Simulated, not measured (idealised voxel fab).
Proc. module: voxel self aligned contacts
For reference, the cross-section in this document is cut, with width 225 nm and square cells of 5 nm.
In what follows, cross-sections appear as grids of square cells, described through bands that run from the top down, where every band is one or more rows of cells.
Heights first: top, then bottom, in nm. Then materials, left to right, each with a width in nm. "edge to edge" on a single material: fills the band edge to edge. "empty": empty space.
Heights are reckoned from 0. Under this level, the received wafer is all of one material. The bottommost band is open-ended downward, for example "z 0 and below".
The width entry "30->40" should be interpreted row by row: the top row of cells in the band takes the first number, the bottom row takes the second number, and the change between adjacent rows is uniform throughout.
No cell of the cross-section changed in a step that is given as "no modifications".
In the "Closed void register" entry, you get each enclosed empty space of 8 cells or more, one with no open way to the top, written width x height at distance, distance from the left edge, in nm.
It should be noted that, on the line of a given step, the content following the step's settings is a remark produced by the simulator itself with respect to that step.
Regarding "overlay nm": on a step with a mask, it is the distance the mask lay to the right of its planned place; a negative value places it to the left.
The planned process steps are enumerated hereunder
1,RECEIVE with material Si
2,CONFORMAL_DEP with material SiO2, thk nm 5
3,DIRECTIONAL_DEP with material polySi, thk nm 25
4,DIRECTIONAL_DEP with material SiN, thk nm 20
5,MASKED_ETCH with tone cover, mask id GATE, width nm 30, pitch nm 70, etch materials SiN, depth nm 20, overlay nm 0
6,MASKED_ETCH with tone cover, mask id GATE, width nm 30, pitch nm 70, etch materials polySi, depth nm 25, overlay nm 0
7,CONFORMAL_DEP with material SiN, thk nm 10
8,DIRECTIONAL_ETCH with etch materials SiN, depth nm 10
9,FILL_DEP with material SiO2, thk nm 10
10,CMP with height nm 55
11,PATTERN with tone open, mask id CONTACT, material resist, width nm 50, thk nm 20, overlay nm 0
12,DIRECTIONAL_ETCH with etch materials SiO2, depth nm 55
13,STRIP with etch materials resist
14,CONFORMAL_DEP with material TiN, thk nm 5
15,FILL_DEP with material Ru, thk nm 10
16,CMP with height nm 55
17,CONFORMAL_DEP with material SiCN, thk nm 5
Received-state cross-section, reflecting completion of step 1
	z 0 and below | Si edge to edge
	Closed void register: none
End-of-module cross-section of the first of two wafers, processed as planned
	z 60 to 55 | SiCN edge to edge
	z 55 to 50 | 85 nm SiO2  20 nm TiN  10 nm Ru  20 nm TiN  90 nm SiO2
	z 50 to 30 | 50 nm SiO2  50 nm SiN  5 nm TiN  10 nm Ru  5 nm TiN  50 nm SiN  55 nm SiO2
	z 30 to 5 | 50 nm SiO2  10 nm SiN  30 nm polySi  10 nm SiN  5 nm TiN  10 nm Ru  5 nm TiN  10 nm SiN  30 nm polySi  10 nm SiN  55 nm SiO2
	z 5 to 0 | 100 nm SiO2  20 nm TiN  105 nm SiO2
	z 0 and below | Si edge to edge
	Closed void register: none
Second of two wafers, module complete, sectioned: it shares the first wafer's start and plan but was run with one mistake
	z 60 to 55 | SiCN edge to edge
	z 55 to 50 | 50 nm SiO2  50 nm SiN  20 nm TiN  50 nm SiN  55 nm SiO2
	z 50 to 30 | SiN edge to edge
	z 30 to 5 | polySi edge to edge
	z 5 to 0 | SiO2 edge to edge
	z 0 and below | Si edge to edge
	Closed void register: none
What broke from the plan during processing? plan step 4 was twice executed
Counted in cells at the end, the second wafer holds more or fewer of these materials than the first: -20 Ru; +80 SiN; -199 SiO2; -26 TiN; +165 polySi
